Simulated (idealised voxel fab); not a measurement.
Process module under the name voxel wiring stack
This is section cut - it's 265 nm across, gridded in 5 nm square cells.
For the purposes of this document, a cross-section shall be understood as a grid of square cells, specified as bands listed in top-to-bottom order, each band consisting of one or more rows of cells. Band: top and bottom heights (nm) first, top before bottom; then materials from left to right, widths in nm. "everywhere" marks a sole material filling the band edge to edge. "empty" denotes empty space. Height is counted from the level 0, under which the received wafer is composed throughout of one material. The lowest of the bands is not closed at the bottom but continues downward, in the notation "0 -> down". With a width like "30 to 40", each row of cells in the band differs from the next by the same amount, the top row carrying the first number and the bottom row the second. Take "everything unchanged" at face value: in the step it is given for, the cross-section changed in none of its cells. Heads up: "Enclosed void inventory" only lists the empty pockets with no open path to the top that are 8 cells or more, and it writes them as width x height at distance, distance from the left edge, in nm. Anything after a step's settings on that line? It's the simulator's own note about the step. The optional step-line setting "overlay nm" applies to steps with a mask and quantifies how far to the right of its planned location the mask lay, a negative value indicating leftward placement.

-- Planned step list for the process
1: RECEIVE | material Si
2: CONFORMAL_DEP | material SiO2 | thk nm 10
3: CONFORMAL_DEP | material SiCN | thk nm 5
4: DIRECTIONAL_DEP | material SiO2 | thk nm 20
5: DIRECTIONAL_DEP | material aC | thk nm 15
6: PATTERN | tone open | mask id METAL_1 | material resist | width nm 30 | pitch nm 60 | thk nm 35 | overlay nm 0
7: DIRECTIONAL_ETCH | etch materials aC | depth nm 15
8: STRIP | etch materials resist
9: DIRECTIONAL_ETCH | etch materials SiO2 | depth nm 20
10: DIRECTIONAL_ETCH | etch materials SiCN | depth nm 5
11: STRIP | etch materials aC
12: CONFORMAL_DEP | material TiN | thk nm 5
13: FILL_DEP | material W | thk nm 5
14: CMP | height nm 35
15: EPI | material Ru | thk nm 5
16: FILL_DEP | material SiCN | thk nm 5
17: DIRECTIONAL_DEP | material SiO2 | thk nm 10
18: PATTERN | tone open | mask id PLUG_1 | material resist | width nm 15 | pitch nm 60 | thk nm 15 | overlay nm 0
19: DIRECTIONAL_ETCH | etch materials SiO2 | depth nm 10
20: DIRECTIONAL_ETCH | etch materials SiCN | depth nm 5
21: STRIP | etch materials resist
22: EPI | material Ru | thk nm 10
23: EPI | material Ru | thk nm 5
24: DIRECTIONAL_DEP | material TiN | thk nm 5
25: DIRECTIONAL_DEP | material W | thk nm 15
26: DIRECTIONAL_DEP | material aC | thk nm 15
27: PATTERN | tone cover | mask id METAL_2 | material resist | width nm 30 | pitch nm 60 | thk nm 30 | overlay nm 0
28: DIRECTIONAL_ETCH | etch materials aC | depth nm 15
29: STRIP | etch materials resist
30: DIRECTIONAL_ETCH | etch materials W | depth nm 15
31: DIRECTIONAL_ETCH | etch materials TiN | depth nm 5
32: STRIP | etch materials aC
33: CONFORMAL_DEP | material SiN | thk nm 5
34: FILL_DEP | material lowk | thk nm 5
35: CMP | height nm 75
36: CONFORMAL_DEP | material SiCN | thk nm 5

-- Cross-section: wafer on arrival = after step 1
- 0 -> down | Si everywhere
- Enclosed void inventory: none

-- The first of two wafers, cross-sectioned at the end of the module, with the run proceeding as planned
- 80 -> 75 | SiCN everywhere
- 75 -> 60 | lowk 50 nm | SiN 5 nm | W 30 nm | SiN 5 nm | lowk 20 nm | SiN 5 nm | W 30 nm | SiN 5 nm | lowk 20 nm | SiN 5 nm | W 30 nm | SiN 5 nm | lowk 55 nm
- 60 -> 55 | SiN 55 nm | TiN 30 nm | SiN 30 nm | TiN 30 nm | SiN 30 nm | TiN 30 nm | SiN 60 nm
- 55 -> 45 | SiO2 55 nm | Ru 15 nm | SiO2 45 nm | Ru 15 nm | SiO2 45 nm | Ru 15 nm | SiO2 75 nm
- 45 -> 35 | SiCN 55 to 50 nm | Ru 15 to 40 nm | SiCN 45 to 20 nm | Ru 15 to 40 nm | SiCN 45 to 20 nm | Ru 15 to 40 nm | SiCN 75 to 55 nm
- 35 -> 15 | SiO2 55 nm | TiN 5 nm | W 20 nm | TiN 5 nm | SiO2 30 nm | TiN 5 nm | W 20 nm | TiN 5 nm | SiO2 30 nm | TiN 5 nm | W 20 nm | TiN 5 nm | SiO2 60 nm
- 15 -> 10 | SiCN 55 nm | TiN 30 nm | SiCN 30 nm | TiN 30 nm | SiCN 30 nm | TiN 30 nm | SiCN 60 nm
- 10 -> 0 | SiO2 everywhere
- 0 -> down | Si everywhere
- Enclosed void inventory: none

-- This is the second of the two wafers, cross-sectioned at the end of the module; it started exactly like the first and was given the same plan, but it was run with one mistake
- 80 -> 75 | SiCN everywhere
- 75 -> 60 | lowk 50 nm | SiN 5 nm | W 30 nm | SiN 5 nm | lowk 20 nm | SiN 5 nm | W 30 nm | SiN 5 nm | lowk 20 nm | SiN 5 nm | W 30 nm | SiN 5 nm | lowk 55 nm
- 60 -> 55 | SiN 55 nm | TiN 30 nm | SiN 30 nm | TiN 30 nm | SiN 30 nm | TiN 30 nm | SiN 60 nm
- 55 -> 45 | SiO2 55 nm | Ru 15 nm | SiO2 45 nm | Ru 15 nm | SiO2 45 nm | Ru 15 nm | SiO2 75 nm
- 45 -> 40 | SiCN 55 nm | Ru 15 nm | SiCN 45 nm | Ru 15 nm | SiCN 45 nm | Ru 15 nm | SiCN 75 nm
- 40 -> 35 | Ru everywhere
- 35 -> 15 | TiN everywhere
- 15 -> 10 | SiCN everywhere
- 10 -> 0 | SiO2 everywhere
- 0 -> down | Si everywhere
- Enclosed void inventory: none
Plan not followed: step 4 ran with different settings than intended, the actual operation and settings being DIRECTIONAL_DEP | material TiN | thk nm 20
Wrapping up, a cell-based count of both wafers puts the second over or under the first for these materials: +29 Ru, -11 SiCN, -140 SiO2, +170 TiN, -48 W
